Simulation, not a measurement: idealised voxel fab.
process module | voxel gate over fins
cross-section cut | 205 nm wide | cells 5 nm
A cross-section is a grid of square cells, given in bands from the top down. A band is one or more rows of cells.
Each band's line starts with the height of the band's top and of its bottom, in nm. Then come its materials from left to right, each with its width in nm. One material with "throughout" fills the band from edge to edge. "air" is empty space.
Height 0 is the level under which the wafer as received is all one material. The lowest band goes on downwards, as in "0 down".
A width such as "30 to 40" changes by the same amount from each row of cells to the next, from the band's top row to its bottom row.
"no change" after a step means that no cell of the cross-section changed.
closed voids: empty space of 8 cells or more with no open way to the top, each as width x height at its distance from the left edge, in nm
after a step's settings: what the simulator itself notes on the step
overlay nm, on a step with a mask: how far to the right of its planned place the mask lay; to the left if negative
plan
1 op RECEIVE | material Si
2 op CONFORMAL_DEP | material SiN | thk nm 10
3 op DIRECTIONAL_DEP | material aC | thk nm 10
4 op PATTERN | tone cover | mask id FINS | material resist | width nm 15 | pitch nm 40 | thk nm 30 | overlay nm 0
5 op DIRECTIONAL_ETCH | etch materials aC | depth nm 10
6 op STRIP | etch materials resist
7 op DIRECTIONAL_ETCH | etch materials SiN | depth nm 10
8 op DIRECTIONAL_ETCH | etch materials Si | depth nm 35
9 op STRIP | etch materials aC
10 op OXIDIZE | depth nm 5
11 op FILL_DEP | material SiO2 | thk nm 10
12 op CMP | height nm 10
13 op SELECTIVE_ETCH | etch materials SiO2 | depth nm 25
14 op STRIP | etch materials SiN
15 op CONFORMAL_DEP | material HfO2 | thk nm 5
16 op CONFORMAL_DEP | material TiN | thk nm 5
17 op CONFORMAL_DEP | material TiAl | thk nm 5
18 op CONFORMAL_DEP | material TiN | thk nm 5
19 op FILL_DEP | material W | thk nm 10
20 op CMP | height nm 25
21 op CONFORMAL_DEP | material SiCN | thk nm 10
first wafer, as planned
as received, after step 1
  0 down: Si throughout
  closed voids: none
after step 2
  10 to 0: SiN throughout
  below 0: unchanged
after step 3
  20 to 10: aC throughout
  below 10: unchanged
after step 4
  50 to 20: air 55 | resist 15 | air 25 | resist 15 | air 25 | resist 15 | air 55
  below 20: unchanged
after step 5
  40 to 20: air 55 | resist 15 | air 25 | resist 15 | air 25 | resist 15 | air 55
  20 to 10: air 55 | aC 15 | air 25 | aC 15 | air 25 | aC 15 | air 55
  below 10: unchanged
after step 6
  20 to 10: air 55 | aC 15 | air 25 | aC 15 | air 25 | aC 15 | air 55
  below 10: unchanged
after step 7
  20 to 10: air 55 | aC 15 | air 25 | aC 15 | air 25 | aC 15 | air 55
  10 to 0: air 55 | SiN 15 | air 25 | SiN 15 | air 25 | SiN 15 | air 55
  below 0: unchanged
after step 8
  20 to 10: air 55 | aC 15 | air 25 | aC 15 | air 25 | aC 15 | air 55
  10 to 0: air 55 | SiN 15 | air 25 | SiN 15 | air 25 | SiN 15 | air 55
  0 to -35: air 55 | Si 15 | air 25 | Si 15 | air 25 | Si 15 | air 55
  below -35: unchanged
after step 9
  10 to 0: air 55 | SiN 15 | air 25 | SiN 15 | air 25 | SiN 15 | air 55
  below 0: unchanged
after step 10
  10 to 0: air 55 | SiN 15 | air 25 | SiN 15 | air 25 | SiN 15 | air 55
  0 to -35: air 55 | SiO2 5 | Si 5 | SiO2 5 | air 25 | SiO2 5 | Si 5 | SiO2 5 | air 25 | SiO2 5 | Si 5 | SiO2 5 | air 55
  -35 to -40: SiO2 60 | Si 5 | SiO2 35 | Si 5 | SiO2 35 | Si 5 | SiO2 60
  below -40: unchanged
after step 11
  20 to 10: SiO2 throughout
  10 to 0: SiO2 55 | SiN 15 | SiO2 25 | SiN 15 | SiO2 25 | SiN 15 | SiO2 55
  0 to -40: SiO2 60 | Si 5 | SiO2 35 | Si 5 | SiO2 35 | Si 5 | SiO2 60
  below -40: unchanged
after step 12
  10 to 0: SiO2 55 | SiN 15 | SiO2 25 | SiN 15 | SiO2 25 | SiN 15 | SiO2 55
  below 0: unchanged
after step 13
  10 to 0: air 55 | SiN 15 | air 25 | SiN 15 | air 25 | SiN 15 | air 55
  0 to -15: air 60 | Si 5 | air 35 | Si 5 | air 35 | Si 5 | air 60
  below -15: unchanged
after step 14
  0 to -15: air 60 | Si 5 | air 35 | Si 5 | air 35 | Si 5 | air 60
  below -15: unchanged
after step 15
  5 to 0: air 55 | HfO2 15 | air 25 | HfO2 15 | air 25 | HfO2 15 | air 55
  0 to -10: air 55 | HfO2 5 | Si 5 | HfO2 5 | air 25 | HfO2 5 | Si 5 | HfO2 5 | air 25 | HfO2 5 | Si 5 | HfO2 5 | air 55
  -10 to -15: HfO2 60 | Si 5 | HfO2 35 | Si 5 | HfO2 35 | Si 5 | HfO2 60
  below -15: unchanged
after step 16
  10 to 5: air 50 | TiN 25 | air 15 | TiN 25 | air 15 | TiN 25 | air 50
  5 to 0: air 50 | TiN 5 | HfO2 15 | TiN 5 | air 15 | TiN 5 | HfO2 15 | TiN 5 | air 15 | TiN 5 | HfO2 15 | TiN 5 | air 50
  0 to -5: air 50 | TiN 5 | HfO2 5 | Si 5 | HfO2 5 | TiN 5 | air 15 | TiN 5 | HfO2 5 | Si 5 | HfO2 5 | TiN 5 | air 15 | TiN 5 | HfO2 5 | Si 5 | HfO2 5 | TiN 5 | air 50
  -5 to -10: TiN 55 | HfO2 5 | Si 5 | HfO2 5 | TiN 25 | HfO2 5 | Si 5 | HfO2 5 | TiN 25 | HfO2 5 | Si 5 | HfO2 5 | TiN 55
  below -10: unchanged
after step 17
  15 to 10: air 45 | TiAl 35 | air 5 | TiAl 35 | air 5 | TiAl 35 | air 45
  10 to 5: air 45 | TiAl 5 | TiN 25 | TiAl 5 | air 5 | TiAl 5 | TiN 25 | TiAl 5 | air 5 | TiAl 5 | TiN 25 | TiAl 5 | air 45
  5 to 0: air 45 | TiAl 5 | TiN 5 | HfO2 15 | TiN 5 | TiAl 5 | air 5 | TiAl 5 | TiN 5 | HfO2 15 | TiN 5 | TiAl 5 | air 5 | TiAl 5 | TiN 5 | HfO2 15 | TiN 5 | TiAl 5 | air 45
  0 to -5: TiAl 50 | TiN 5 | HfO2 5 | Si 5 | HfO2 5 | TiN 5 | TiAl 15 | TiN 5 | HfO2 5 | Si 5 | HfO2 5 | TiN 5 | TiAl 15 | TiN 5 | HfO2 5 | Si 5 | HfO2 5 | TiN 5 | TiAl 50
  below -5: unchanged
after step 18
  20 to 15: air 40 | TiN 125 | air 40
  15 to 10: air 40 | TiN 5 | TiAl 35 | TiN 5 | TiAl 35 | TiN 5 | TiAl 35 | TiN 5 | air 40
  10 to 5: air 40 | TiN 5 | TiAl 5 | TiN 25 | TiAl 5 | TiN 5 | TiAl 5 | TiN 25 | TiAl 5 | TiN 5 | TiAl 5 | TiN 25 | TiAl 5 | TiN 5 | air 40
  5 to 0: TiN 45 | TiAl 5 | TiN 5 | HfO2 15 | TiN 5 | TiAl 5 | TiN 5 | TiAl 5 | TiN 5 | HfO2 15 | TiN 5 | TiAl 5 | TiN 5 | TiAl 5 | TiN 5 | HfO2 15 | TiN 5 | TiAl 5 | TiN 45
  below 0: unchanged
after step 19
  30 to 20: W throughout
  20 to 15: W 40 | TiN 125 | W 40
  15 to 10: W 40 | TiN 5 | TiAl 35 | TiN 5 | TiAl 35 | TiN 5 | TiAl 35 | TiN 5 | W 40
  10 to 5: W 40 | TiN 5 | TiAl 5 | TiN 25 | TiAl 5 | TiN 5 | TiAl 5 | TiN 25 | TiAl 5 | TiN 5 | TiAl 5 | TiN 25 | TiAl 5 | TiN 5 | W 40
  below 5: unchanged
after step 20
  25 to 20: W throughout
  below 20: unchanged
after step 21
  35 to 25: SiCN throughout
  below 25: unchanged
second wafer: like start, like plan, one mistake. Through step 16 it matches the first wafer
when step 17 should have ended: no change
when step 18 should have ended
  15 to 5: air 45 | TiN 35 | air 5 | TiN 35 | air 5 | TiN 35 | air 45
  5 to 0: air 45 | TiN 10 | HfO2 15 | TiN 10 | air 5 | TiN 10 | HfO2 15 | TiN 10 | air 5 | TiN 10 | HfO2 15 | TiN 10 | air 45
  0 to -10: TiN 55 | HfO2 5 | Si 5 | HfO2 5 | TiN 25 | HfO2 5 | Si 5 | HfO2 5 | TiN 25 | HfO2 5 | Si 5 | HfO2 5 | TiN 55
  below -10: unchanged
when step 19 should have ended
  25 to 15: W throughout
  15 to 5: W 45 | TiN 35 | W 5 | TiN 35 | W 5 | TiN 35 | W 45
  5 to 0: W 45 | TiN 10 | HfO2 15 | TiN 10 | W 5 | TiN 10 | HfO2 15 | TiN 10 | W 5 | TiN 10 | HfO2 15 | TiN 10 | W 45
  below 0: unchanged
when step 20 should have ended: no change
when step 21 should have ended
  35 to 25: SiCN throughout
  below 25: unchanged
what went wrong: step 17 was left out
at the end the second wafer has, in cells: 59 fewer of TiAl | 6 more of TiN | 53 more of W
